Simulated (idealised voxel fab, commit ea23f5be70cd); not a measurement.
The following process module bears the name voxel ribs on slabs.
Square cells of 5 nm make up the cross-section cut, whose width is 255 nm.
In what follows, cross-sections appear as grids of square cells, described through bands that run from the top down, where every band is one or more rows of cells.
Look at the band entry: it leads with the top's height and the bottom's height in nm. Then it lists the materials left to right, with a width in nm for each. The word "edge to edge" on a single material says that material fills the band edge to edge. The word "empty" is empty space.
Counting heights begins at 0, where everything beneath is, in the wafer as received, one material. The lowest band has no bottom; it goes on downwards, as "from 0 down" shows.
Think of "30..40" as a width that walks from the first number to the second as you go down the band, top row to bottom row, taking equal-sized steps from row to row.
Where the words "nothing different" appear for a step, the cross-section shows no cell changed by that step; every cell remained as before.
Any empty space of 8 cells or more lacking an open way to the top shows up in "Voids lacking openings" as width x height at distance, distance from the left edge, in nm.
The remark found on a step's line after its settings is issued by the simulator itself and pertains to that step.
The setting "overlay nm" may be written on the line of a step. When the step uses a mask, the value reports how far to the right of the planned place the mask lay, and a negative value reports that it lay to the left.
Process steps (planned):
- 1: RECEIVE [material Si]
- 2: DIRECTIONAL_DEP [material SiO2] [thk nm 30]
- 3: DIRECTIONAL_DEP [material polySi] [thk nm 25]
- 4: MASKED_ETCH [tone cover] [mask id RIB] [width nm 15] [etch materials polySi] [depth nm 5] [overlay nm 0]
- 5: MASKED_ETCH [tone cover] [mask id SLAB] [width nm 75] [etch materials polySi] [depth nm 20] [overlay nm 0]
- 6: FILL_DEP [material SiO2] [thk nm 20]
- 7: CMP [height nm 65]
- 8: DIRECTIONAL_DEP [material TiN] [thk nm 5]
- 9: DIRECTIONAL_DEP [material aC] [thk nm 15]
- 10: PATTERN [tone cover] [mask id HEATER] [material resist] [width nm 25] [thk nm 30] [overlay nm 0]
- 11: DIRECTIONAL_ETCH [etch materials aC] [depth nm 15]
- 12: STRIP [etch materials resist]
- 13: DIRECTIONAL_ETCH [etch materials TiN] [depth nm 5]
- 14: STRIP [etch materials aC]
- 15: CONFORMAL_DEP [material SiO2] [thk nm 10]
The cross-section here shows the wafer as received, i.e. in its state after step 1:
    from 0 down | Si edge to edge
    Voids lacking openings: none
Here's the cross-section of the first of our two wafers at the end of the module - it ran as planned:
    from 80 to 75 | 105 of empty, 45 of SiO2, 105 of empty
    from 75 to 70 | SiO2 edge to edge
    from 70 to 65 | 115 of SiO2, 25 of TiN, 115 of SiO2
    from 65 to 55 | SiO2 edge to edge
    from 55 to 50 | 120 of SiO2, 15 of polySi, 120 of SiO2
    from 50 to 30 | 90 of SiO2, 75 of polySi, 90 of SiO2
    from 30 to 0 | SiO2 edge to edge
    from 0 down | Si edge to edge
    Voids lacking openings: none
Second wafer cross-section at end of module - shared start and plan with the first, one mistake in the run:
    from 80 to 75 | 105 of empty, 45 of SiO2, 105 of empty
    from 75 to 70 | SiO2 edge to edge
    from 70 to 65 | 115 of SiO2, 25 of TiN, 115 of SiO2
    from 65 to 55 | SiO2 edge to edge
    from 55 to 50 | 120 of SiO2, 15 of polySi, 120 of SiO2
    from 50 to 30 | 85 of SiO2, 75 of polySi, 95 of SiO2
    from 30 to 0 | SiO2 edge to edge
    from 0 down | Si edge to edge
    Voids lacking openings: none
Deviation noted in wafer processing: step 5 went in with a setting other than planned; the actual run was MASKED_ETCH [tone cover] [mask id SLAB] [width nm 75] [etch materials polySi] [depth nm 20] [overlay nm -5]
Tallied in cells, the final second wafer holds each material in the same quantity as the first, although not at the same places.
